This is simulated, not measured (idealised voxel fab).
Process module, titled voxel trench capacitor
We display cut, a cross-section 230 nm in width whose square cells are each 5 nm.
When this document writes out a cross-section, it uses a grid of square cells and lists it as bands, beginning at the top and moving down, with a band standing for one or more rows of cells.
Band: top and bottom heights (nm) first, top before bottom; then materials from left to right, widths in nm. "all across" marks a sole material filling the band edge to edge. "empty" denotes empty space.
Ref level 0: as-received wafer is one material below here. Bottom band extends down with no lower bound ("0 nm and below").
A width given as "30..40" starts at the first number in the band's top row and ends at the second number in its bottom row, shifting by an equal amount at every step from row to row.
Any step labelled "nothing got changed" changed none of the cells in the cross-section.
"Fully enclosed voids": empty spaces of 8 cells or more with no open way to the top, each given as width x height at distance, distance from the left edge, all in nm.
Formally, on a step line, whatever follows the settings is a remark that the simulator itself makes on the step.
overlay nm: mask right of planned place by this much (step with mask). Neg. = left.

This section lists the process steps that were planned:
- 1: RECEIVE | material Si
- 2: CONFORMAL_DEP | material SiN | thk nm 10
- 3: MASKED_ETCH | tone open | mask id TRENCH | width nm 20 | pitch nm 45 | etch materials SiN | depth nm 10 | overlay nm 0
- 4: MASKED_ETCH | tone open | mask id TRENCH | width nm 20 | pitch nm 45 | etch materials Si | depth nm 25 | overlay nm 0
- 5: CONFORMAL_DEP | material SiO2 | thk nm 5
- 6: FILL_DEP | material polySi | thk nm 10
- 7: CMP | height nm 10

First wafer, two in total, run as planned:

Cross-sectional view of the wafer in its as-received condition, corresponding to the state after step 1:
* 0 nm and below  Si all across
* Fully enclosed voids: none

Cross-section of the wafer subsequent to step 2:
* 10 nm to 0 nm  SiN all across
* Under the height 0 nothing was changed.

Cross-section of the wafer subsequent to step 3:
* 10 nm to 0 nm  60 SiN; 20 empty; 25 SiN; 20 empty; 25 SiN; 20 empty; 60 SiN
* Under the height 0 nothing was changed.

Cross-section of the wafer subsequent to step 4:
* 10 nm to 0 nm  60 SiN; 20 empty; 25 SiN; 20 empty; 25 SiN; 20 empty; 60 SiN
* 0 nm to -25 nm  60 Si; 20 empty; 25 Si; 20 empty; 25 Si; 20 empty; 60 Si
* Under the height -25 nothing was changed.

Cross-section of the wafer subsequent to step 5:
* 15 nm to 10 nm  65 SiO2; 10 empty; 35 SiO2; 10 empty; 35 SiO2; 10 empty; 65 SiO2
* 10 nm to 0 nm  60 SiN; 5 SiO2; 10 empty; 5 SiO2; 25 SiN; 5 SiO2; 10 empty; 5 SiO2; 25 SiN; 5 SiO2; 10 empty; 5 SiO2; 60 SiN
* 0 nm to -20 nm  60 Si; 5 SiO2; 10 empty; 5 SiO2; 25 Si; 5 SiO2; 10 empty; 5 SiO2; 25 Si; 5 SiO2; 10 empty; 5 SiO2; 60 Si
* -20 nm to -25 nm  60 Si; 20 SiO2; 25 Si; 20 SiO2; 25 Si; 20 SiO2; 60 Si
* Under the height -25 nothing was changed.

Cross-section of the wafer subsequent to step 6:
* 25 nm to 15 nm  polySi all across
* 15 nm to 10 nm  65 SiO2; 10 polySi; 35 SiO2; 10 polySi; 35 SiO2; 10 polySi; 65 SiO2
* 10 nm to 0 nm  60 SiN; 5 SiO2; 10 polySi; 5 SiO2; 25 SiN; 5 SiO2; 10 polySi; 5 SiO2; 25 SiN; 5 SiO2; 10 polySi; 5 SiO2; 60 SiN
* 0 nm to -20 nm  60 Si; 5 SiO2; 10 polySi; 5 SiO2; 25 Si; 5 SiO2; 10 polySi; 5 SiO2; 25 Si; 5 SiO2; 10 polySi; 5 SiO2; 60 Si
* Under the height -20 nothing was changed.

Cross-section of the wafer subsequent to step 7:
* 10 nm to 0 nm  60 SiN; 5 SiO2; 10 polySi; 5 SiO2; 25 SiN; 5 SiO2; 10 polySi; 5 SiO2; 25 SiN; 5 SiO2; 10 polySi; 5 SiO2; 60 SiN
* Under the height 0 nothing was changed.

Second wafer, same starting conditions and recipe as the first, one mistake in executing it, nothing differs from the first up to and including step 2:

The second wafer in cross-section, at the planned close of step 3:
* 10 nm to 0 nm  55 SiN; 30 empty; 15 SiN; 30 empty; 15 SiN; 30 empty; 55 SiN
* Under the height 0 nothing was changed.

The second wafer in cross-section, at the planned close of step 4:
* 10 nm to 0 nm  55 SiN; 30 empty; 15 SiN; 30 empty; 15 SiN; 30 empty; 55 SiN
* 0 nm to -25 nm  60 Si; 20 empty; 25 Si; 20 empty; 25 Si; 20 empty; 60 Si
* Under the height -25 nothing was changed.

The second wafer in cross-section, at the planned close of step 5:
* 15 nm to 10 nm  60 SiO2; 20 empty; 25 SiO2; 20 empty; 25 SiO2; 20 empty; 60 SiO2
* 10 nm to 0 nm  55 SiN; 5..10 SiO2; 20..10 empty; 5..10 SiO2; 15 SiN; 5..10 SiO2; 20..10 empty; 5..10 SiO2; 15 SiN; 5..10 SiO2; 20..10 empty; 5..10 SiO2; 55 SiN
* 0 nm to -20 nm  60 Si; 5 SiO2; 10 empty; 5 SiO2; 25 Si; 5 SiO2; 10 empty; 5 SiO2; 25 Si; 5 SiO2; 10 empty; 5 SiO2; 60 Si
* -20 nm to -25 nm  60 Si; 20 SiO2; 25 Si; 20 SiO2; 25 Si; 20 SiO2; 60 Si
* Under the height -25 nothing was changed.

The second wafer in cross-section, at the planned close of step 6:
* 25 nm to 15 nm  polySi all across
* 15 nm to 10 nm  60 SiO2; 20 polySi; 25 SiO2; 20 polySi; 25 SiO2; 20 polySi; 60 SiO2
* 10 nm to 0 nm  55 SiN; 5..10 SiO2; 20..10 polySi; 5..10 SiO2; 15 SiN; 5..10 SiO2; 20..10 polySi; 5..10 SiO2; 15 SiN; 5..10 SiO2; 20..10 polySi; 5..10 SiO2; 55 SiN
* 0 nm to -20 nm  60 Si; 5 SiO2; 10 polySi; 5 SiO2; 25 Si; 5 SiO2; 10 polySi; 5 SiO2; 25 Si; 5 SiO2; 10 polySi; 5 SiO2; 60 Si
* Under the height -20 nothing was changed.

The second wafer in cross-section, at the planned close of step 7:
* 10 nm to 0 nm  55 SiN; 5..10 SiO2; 20..10 polySi; 5..10 SiO2; 15 SiN; 5..10 SiO2; 20..10 polySi; 5..10 SiO2; 15 SiN; 5..10 SiO2; 20..10 polySi; 5..10 SiO2; 55 SiN
* Under the height 0 nothing was changed.
Nonconformance to the process plan: in deviation from the planned setting, step 3 was conducted as MASKED_ETCH | tone open | mask id TRENCH | width nm 30 | pitch nm 45 | etch materials SiN | depth nm 10 | overlay nm 0
Heads up, by the end the second wafer has more or fewer cells of some materials compared to the first: SiN -12; SiO2 +6; polySi +6
